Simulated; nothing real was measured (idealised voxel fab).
The process module that follows is named voxel released beams.
Cross-section cut spans 160 nm and uses square cells 5 nm in size.
For the purposes of this document, a cross-section shall be understood as a grid of square cells, specified as bands listed in top-to-bottom order, each band consisting of one or more rows of cells. A band entry consists of two parts. The first gives the height of the band's top and the height of its bottom, in nm. The rest lists the band's materials from left to right, each with its width in nm. A single material labelled with the word "all across" fills the band from edge to edge, and the word "empty" marks empty space. A quick word on heights: they are counted from 0, and under that level the wafer as it came to us is one material throughout. The lowest band is different from the rest in having no bottom; it simply continues downward, written as in "0 down". Quick explanation for "30->40": the width changes in equal steps down the rows of cells, from the first number in the band's top row to the second number in its bottom row. No cell of the cross-section changed in a step that is given as "remained unchanged". In "Listed closed voids" the enclosed voids are listed, meaning empty spaces of 8 cells or larger without any opening to the top. The form is width x height at distance, distance from the left edge, units nm. On a step's line, text after the settings is the simulator commenting on that step. A step's line can hold "overlay nm"; with a mask on that step, the setting says how far right of the planned place the mask lay, while a negative setting says it lay to the left.
# Process steps (planned)
step 1: RECEIVE with material Si
step 2: CONFORMAL_DEP with material Al2O3, thk nm 10
step 3: DIRECTIONAL_DEP with material SiO2, thk nm 20
step 4: DIRECTIONAL_DEP with material aC, thk nm 15
step 5: PATTERN with tone open, mask id ANCHOR, material resist, width nm 25, thk nm 30, overlay nm 0
step 6: DIRECTIONAL_ETCH with etch materials aC, depth nm 15
step 7: STRIP with etch materials resist
step 8: DIRECTIONAL_ETCH with etch materials SiO2, depth nm 20
step 9: STRIP with etch materials aC
step 10: CONFORMAL_DEP with material W, thk nm 10
step 11: PATTERN with tone cover, mask id BEAM, material resist, width nm 80, thk nm 20, overlay nm 0
step 12: DIRECTIONAL_ETCH with etch materials W, depth nm 10
step 13: STRIP with etch materials resist
step 14: STRIP with etch materials SiO2
# Wafer at receipt (post step 1), cross-section
    0 down | Si all across
    Listed closed voids: none
# First wafer of two, sectioned at end of module; run went per plan
    40 to 30 | empty=35; W=15; empty=5; W=60; empty=45
    30 to 20 | empty=40; W=10; empty=5; W=10; empty=95
    20 to 10 | empty=40; W=25; empty=95
    10 to 0 | Al2O3 all across
    0 down | Si all across
    Listed closed voids: none
# Cross-sectional view of the second of two wafers upon completion of the module. This wafer shared its starting condition and process plan with the first; one error was made during its execution
    40 to 30 | empty=35; W=80; empty=45
    30 to 20 | Al2O3 all across
    20 to 0 | SiO2 all across
    0 down | Si all across
    Listed closed voids: none
Short version of what went wrong: the executed order of steps 2 and 3 is the reverse of that specified in the plan, each step having taken the other's position
The closing comparison, in cells, has the second wafer with more or fewer of some materials than the first: 128 more of SiO2; 16 fewer of W
